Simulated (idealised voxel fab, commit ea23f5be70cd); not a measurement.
The process module that follows is named voxel trench capacitor.
Section shown: cut. Width: 270 nm. Cell size: 5 nm, square.
We lay out every cross-section as a grid of square cells and spell it out in bands from the top down, where one band means one or more rows of cells.
Each band's line starts with the height of the band's top and of its bottom, in nm. Then come its materials from left to right, each with its width in nm. One material with "all across" fills the band from edge to edge. "air" is empty space.
Beneath 0, the wafer as received is one material, and that level is where height counting begins. The lowest band goes on downward without a bottom; it is written like "from 0 down".
The width entry "30 to 40" should be interpreted row by row: the top row of cells in the band takes the first number, the bottom row takes the second number, and the change between adjacent rows is uniform throughout.
For the purposes of this document, the phrase "remained the same" attached to a step denotes that no cell within the cross-section was modified by that step.
You'll see "Enclosed cavity list" listing empty spaces that have no way open to the top, as long as they're 8 cells or more; the notation is width x height at distance, where the distance is from the left edge, and all of it is in nm.
after a step's settings: what the simulator itself notes on the step
If you see "overlay nm" on a step's line and that step has a mask, it's telling you how far right of where it was planned the mask ended up; a negative number means it went left instead.
-- Listed below are the process steps as planned
1. RECEIVE (material Si)
2. CONFORMAL_DEP (material SiN; thk nm 5)
3. DIRECTIONAL_DEP (material aC; thk nm 15)
4. PATTERN (tone open; mask id TRENCH; material resist; width nm 15; pitch nm 30; thk nm 35; overlay nm 0)
5. DIRECTIONAL_ETCH (etch materials aC; depth nm 15)
6. STRIP (etch materials resist)
7. DIRECTIONAL_ETCH (etch materials SiN; depth nm 5)
8. DIRECTIONAL_ETCH (etch materials Si; depth nm 35)
9. STRIP (etch materials aC)
10. CONFORMAL_DEP (material SiO2; thk nm 5)
11. FILL_DEP (material polySi; thk nm 10)
12. CMP (height nm 5)
-- The first of a set of two wafers, run to plan
-- Here's what the wafer looked like in cross-section when it arrived - that's after step 1
from 0 down: Si all across
Enclosed cavity list: none
-- State of the wafer after step 2, shown in cross-section
from 5 to 0: SiN all across
Lower than 0, everything is as it was.
-- State of the wafer after step 3, shown in cross-section
from 20 to 5: aC all across
Lower than 5, everything is as it was.
-- State of the wafer after step 4, shown in cross-section
from 55 to 20: resist (95) / air (15) / resist (15) / air (15) / resist (15) / air (15) / resist (100)
Lower than 20, everything is as it was.
-- State of the wafer after step 5, shown in cross-section
from 40 to 20: resist (95) / air (15) / resist (15) / air (15) / resist (15) / air (15) / resist (100)
from 20 to 5: aC (95) / air (15) / aC (15) / air (15) / aC (15) / air (15) / aC (100)
Lower than 5, everything is as it was.
-- State of the wafer after step 6, shown in cross-section
from 20 to 5: aC (95) / air (15) / aC (15) / air (15) / aC (15) / air (15) / aC (100)
Lower than 5, everything is as it was.
-- State of the wafer after step 7, shown in cross-section
from 20 to 5: aC (95) / air (15) / aC (15) / air (15) / aC (15) / air (15) / aC (100)
from 5 to 0: SiN (95) / air (15) / SiN (15) / air (15) / SiN (15) / air (15) / SiN (100)
Lower than 0, everything is as it was.
-- State of the wafer after step 8, shown in cross-section
from 20 to 5: aC (95) / air (15) / aC (15) / air (15) / aC (15) / air (15) / aC (100)
from 5 to 0: SiN (95) / air (15) / SiN (15) / air (15) / SiN (15) / air (15) / SiN (100)
from 0 to -35: Si (95) / air (15) / Si (15) / air (15) / Si (15) / air (15) / Si (100)
Lower than -35, everything is as it was.
-- State of the wafer after step 9, shown in cross-section
from 5 to 0: SiN (95) / air (15) / SiN (15) / air (15) / SiN (15) / air (15) / SiN (100)
Lower than 0, everything is as it was.
-- State of the wafer after step 10, shown in cross-section
from 10 to 5: SiO2 (100) / air (5) / SiO2 (25) / air (5) / SiO2 (25) / air (5) / SiO2 (105)
from 5 to 0: SiN (95) / SiO2 (5) / air (5) / SiO2 (5) / SiN (15) / SiO2 (5) / air (5) / SiO2 (5) / SiN (15) / SiO2 (5) / air (5) / SiO2 (5) / SiN (100)
from 0 to -30: Si (95) / SiO2 (5) / air (5) / SiO2 (5) / Si (15) / SiO2 (5) / air (5) / SiO2 (5) / Si (15) / SiO2 (5) / air (5) / SiO2 (5) / Si (100)
from -30 to -35: Si (95) / SiO2 (15) / Si (15) / SiO2 (15) / Si (15) / SiO2 (15) / Si (100)
Lower than -35, everything is as it was.
-- State of the wafer after step 11, shown in cross-section
from 20 to 10: polySi all across
from 10 to 5: SiO2 (100) / polySi (5) / SiO2 (25) / polySi (5) / SiO2 (25) / polySi (5) / SiO2 (105)
from 5 to 0: SiN (95) / SiO2 (5) / polySi (5) / SiO2 (5) / SiN (15) / SiO2 (5) / polySi (5) / SiO2 (5) / SiN (15) / SiO2 (5) / polySi (5) / SiO2 (5) / SiN (100)
from 0 to -30: Si (95) / SiO2 (5) / polySi (5) / SiO2 (5) / Si (15) / SiO2 (5) / polySi (5) / SiO2 (5) / Si (15) / SiO2 (5) / polySi (5) / SiO2 (5) / Si (100)
Lower than -30, everything is as it was.
-- State of the wafer after step 12, shown in cross-section
from 5 to 0: SiN (95) / SiO2 (5) / polySi (5) / SiO2 (5) / SiN (15) / SiO2 (5) / polySi (5) / SiO2 (5) / SiN (15) / SiO2 (5) / polySi (5) / SiO2 (5) / SiN (100)
Lower than 0, everything is as it was.
-- Regarding the second of the two wafers: it shared the first wafer's starting condition and process plan, yet one error occurred during its execution. Its history coincides with that of the first wafer up to and including step 5
-- Look at the second wafer in cross-section at the time step 6 ought to have finished
from 40 to 20: resist (95) / air (15) / resist (15) / air (15) / resist (15) / air (15) / resist (100)
from 20 to 5: aC (95) / air (15) / aC (15) / air (15) / aC (15) / air (15) / aC (100)
from 5 to 0: SiN (95) / air (15) / SiN (15) / air (15) / SiN (15) / air (15) / SiN (100)
Lower than 0, everything is as it was.
-- Look at the second wafer in cross-section at the time step 7 ought to have finished
from 20 to 5: aC (95) / air (15) / aC (15) / air (15) / aC (15) / air (15) / aC (100)
Lower than 5, everything is as it was.
-- Look at the second wafer in cross-section at the time step 8 ought to have finished
from 20 to 5: aC (95) / air (15) / aC (15) / air (15) / aC (15) / air (15) / aC (100)
from 5 to 0: SiN (95) / air (15) / SiN (15) / air (15) / SiN (15) / air (15) / SiN (100)
from 0 to -35: Si (95) / air (15) / Si (15) / air (15) / Si (15) / air (15) / Si (100)
Lower than -35, everything is as it was.
-- Look at the second wafer in cross-section at the time step 9 ought to have finished
from 5 to 0: SiN (95) / air (15) / SiN (15) / air (15) / SiN (15) / air (15) / SiN (100)
Lower than 0, everything is as it was.
-- Look at the second wafer in cross-section at the time step 10 ought to have finished
from 10 to 5: SiO2 (100) / air (5) / SiO2 (25) / air (5) / SiO2 (25) / air (5) / SiO2 (105)
from 5 to 0: SiN (95) / SiO2 (5) / air (5) / SiO2 (5) / SiN (15) / SiO2 (5) / air (5) / SiO2 (5) / SiN (15) / SiO2 (5) / air (5) / SiO2 (5) / SiN (100)
from 0 to -30: Si (95) / SiO2 (5) / air (5) / SiO2 (5) / Si (15) / SiO2 (5) / air (5) / SiO2 (5) / Si (15) / SiO2 (5) / air (5) / SiO2 (5) / Si (100)
from -30 to -35: Si (95) / SiO2 (15) / Si (15) / SiO2 (15) / Si (15) / SiO2 (15) / Si (100)
Lower than -35, everything is as it was.
-- Look at the second wafer in cross-section at the time step 11 ought to have finished
from 20 to 10: polySi all across
from 10 to 5: SiO2 (100) / polySi (5) / SiO2 (25) / polySi (5) / SiO2 (25) / polySi (5) / SiO2 (105)
from 5 to 0: SiN (95) / SiO2 (5) / polySi (5) / SiO2 (5) / SiN (15) / SiO2 (5) / polySi (5) / SiO2 (5) / SiN (15) / SiO2 (5) / polySi (5) / SiO2 (5) / SiN (100)
from 0 to -30: Si (95) / SiO2 (5) / polySi (5) / SiO2 (5) / Si (15) / SiO2 (5) / polySi (5) / SiO2 (5) / Si (15) / SiO2 (5) / polySi (5) / SiO2 (5) / Si (100)
Lower than -30, everything is as it was.
-- Look at the second wafer in cross-section at the time step 12 ought to have finished
from 5 to 0: SiN (95) / SiO2 (5) / polySi (5) / SiO2 (5) / SiN (15) / SiO2 (5) / polySi (5) / SiO2 (5) / SiN (15) / SiO2 (5) / polySi (5) / SiO2 (5) / SiN (100)
Lower than 0, everything is as it was.
Where did the run depart from the plan? so 6 and 7 got swapped relative to the plan, each ran where the other was supposed to
at the end the two cross-sections are the same: no effect in what this model computes
